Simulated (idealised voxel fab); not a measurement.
process module | voxel plated lines
cross-section cut | 245 nm wide | cells 5 nm
A cross-section is a grid of square cells, given in bands from the top down. A band is one or more rows of cells.
Each band's line starts with the height of the band's top and of its bottom, in nm. Then come its materials from left to right, each with its width in nm. One material with "throughout" fills the band from edge to edge. "air" is empty space.
Height 0 is the level under which the wafer as received is all one material. The lowest band goes on downwards, as in "0 down".
A width such as "30 to 40" changes by the same amount from each row of cells to the next, from the band's top row to its bottom row.
"no change" after a step means that no cell of the cross-section changed.
closed voids: empty space of 8 cells or more with no open way to the top, each as width x height at its distance from the left edge, in nm
after a step's settings: what the simulator itself notes on the step
overlay nm, on a step with a mask: how far to the right of its planned place the mask lay; to the left if negative
plan
1 op RECEIVE | material Si
2 op CONFORMAL_DEP | material SiN | thk nm 15
3 op DIRECTIONAL_DEP | material TiN | thk nm 5
4 op PATTERN | tone open | mask id LINES | material resist | width nm 15 | pitch nm 35 | thk nm 40 | overlay nm 0
5 op EPI | material Ru | thk nm 5
6 op EPI | material Ru | thk nm 5
7 op EPI | material Ru | thk nm 5
8 op STRIP | etch materials resist
9 op DIRECTIONAL_ETCH | etch materials TiN | depth nm 5
10 op CONFORMAL_DEP | material SiN | thk nm 10
as received, after step 1
  0 down: Si throughout
  closed voids: none
first wafer at the end, as planned
  45 to 35: air 70 | SiN 105 | air 70
  35 to 25: air 70 | SiN 10 | Ru 15 | SiN 20 | Ru 15 | SiN 20 | Ru 15 | SiN 10 | air 70
  25 to 20: SiN 80 | Ru 15 | SiN 20 | Ru 15 | SiN 20 | Ru 15 | SiN 80
  20 to 15: SiN 80 | TiN 15 | SiN 20 | TiN 15 | SiN 20 | TiN 15 | SiN 80
  15 to 0: SiN throughout
  0 down: Si throughout
  closed voids: none
second wafer at the end: like start, like plan, one mistake
  45 to 35: air 75 | SiN 105 | air 65
  35 to 25: air 75 | SiN 10 | Ru 15 | SiN 20 | Ru 15 | SiN 20 | Ru 15 | SiN 10 | air 65
  25 to 20: SiN 85 | Ru 15 | SiN 20 | Ru 15 | SiN 20 | Ru 15 | SiN 75
  20 to 15: SiN 85 | TiN 15 | SiN 20 | TiN 15 | SiN 20 | TiN 15 | SiN 75
  15 to 0: SiN throughout
  0 down: Si throughout
  closed voids: none
what went wrong: step 4 ran as: op PATTERN | tone open | mask id LINES | material resist | width nm 15 | pitch nm 35 | thk nm 40 | overlay nm 5
at the end the second wafer has, in cells: as many of each material as the first, in other places
